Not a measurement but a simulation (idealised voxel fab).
Title: Process Module voxel self aligned contacts
Cross-section cut spans 265 nm and uses square cells 5 nm in size.
A cross-section in this document is a grid of square cells, and it is written down as bands, the top band listed before the ones below it; a band is made up of one or more rows of cells. Read a band's entry like this: the first values are the height of its top and the height of its bottom in nm, and what follows is the sequence of materials from left to right, each with its width in nm. Note that "blank" is empty space, and that a single material marked "everywhere" reaches across the band from edge to edge. Heights are expressed relative to 0, this being the level below which the as-received wafer comprises one material exclusively. The lowest band is unbounded in the downward direction and is denoted as in "0 nm and below". Top row gets the first number, bottom row gets the second, and each row in between changes by the same step: that is how a band width like "30->40" works. "no change occurred" after a step means that no cell of the cross-section changed. Under "Closed voids list" you'll find the enclosed gaps, the ones with no way out to the top, that are 8 cells or bigger; each reads width x height at distance, with distance counted from the left edge, everything in nm. Formally, on a step line, whatever follows the settings is a remark that the simulator itself makes on the step. overlay nm, on a step with a mask: how far to the right of its planned place the mask lay; to the left if negative.
## The process steps that were planned are listed below
1: op RECEIVE | material Si
2: op OXIDIZE | depth nm 5
3: op DIRECTIONAL_DEP | material polySi | thk nm 30
4: op DIRECTIONAL_DEP | material SiN | thk nm 20
5: op PATTERN | tone cover | mask id GATE | material resist | width nm 30 | pitch nm 65 | thk nm 20 | overlay nm 0
6: op DIRECTIONAL_ETCH | etch materials SiN | depth nm 20
7: op DIRECTIONAL_ETCH | etch materials polySi | depth nm 30
8: op STRIP | etch materials resist
9: op CONFORMAL_DEP | material SiN | thk nm 10
10: op DIRECTIONAL_ETCH | etch materials SiN | depth nm 10
11: op FILL_DEP | material SiO2 | thk nm 15
12: op CMP | height nm 55
13: op DIRECTIONAL_DEP | material aC | thk nm 15
14: op PATTERN | tone open | mask id CONTACT | material resist | width nm 45 | thk nm 30 | overlay nm -15
15: op DIRECTIONAL_ETCH | etch materials aC | depth nm 15
16: op STRIP | etch materials resist
17: op DIRECTIONAL_ETCH | etch materials SiO2 | depth nm 60
18: op STRIP | etch materials aC
19: op CONFORMAL_DEP | material TiN | thk nm 5
20: op FILL_DEP | material Ru | thk nm 10
21: op CMP | height nm 55
22: op CONFORMAL_DEP | material SiN | thk nm 5
Be aware that, although all wafers share a common starting state, the overlay nm at step 14 differs among them, and the plan displays the first wafer's value.
## Step 1 complete: as-received cross-section of the first of several wafers
> 0 nm and below: Si everywhere
> Closed voids list: none
## Every row in this table is a wafer at the end of the module, and it gives, for each of the materials, the cells that wafer has gained (+) or lost (-) since it was received, then its closed voids
overlay nm -15 | +11 Ru | -53 Si | +181 SiN | +394 SiO2 | +31 TiN | +72 polySi | Closed voids list: none
overlay nm -10 | +11 Ru | -53 Si | +181 SiN | +394 SiO2 | +31 TiN | +72 polySi | Closed voids list: none
overlay nm -5 | +11 Ru | -53 Si | +181 SiN | +394 SiO2 | +31 TiN | +72 polySi | Closed voids list: none
overlay nm 0 | +11 Ru | -53 Si | +181 SiN | +394 SiO2 | +31 TiN | +72 polySi | Closed voids list: none
overlay nm 5 | +11 Ru | -53 Si | +181 SiN | +394 SiO2 | +31 TiN | +72 polySi | Closed voids list: none
overlay nm 10 | +11 Ru | -53 Si | +181 SiN | +394 SiO2 | +31 TiN | +72 polySi | Closed voids list: none
overlay nm 15 | +11 Ru | -53 Si | +181 SiN | +394 SiO2 | +31 TiN | +72 polySi | Closed voids list: none
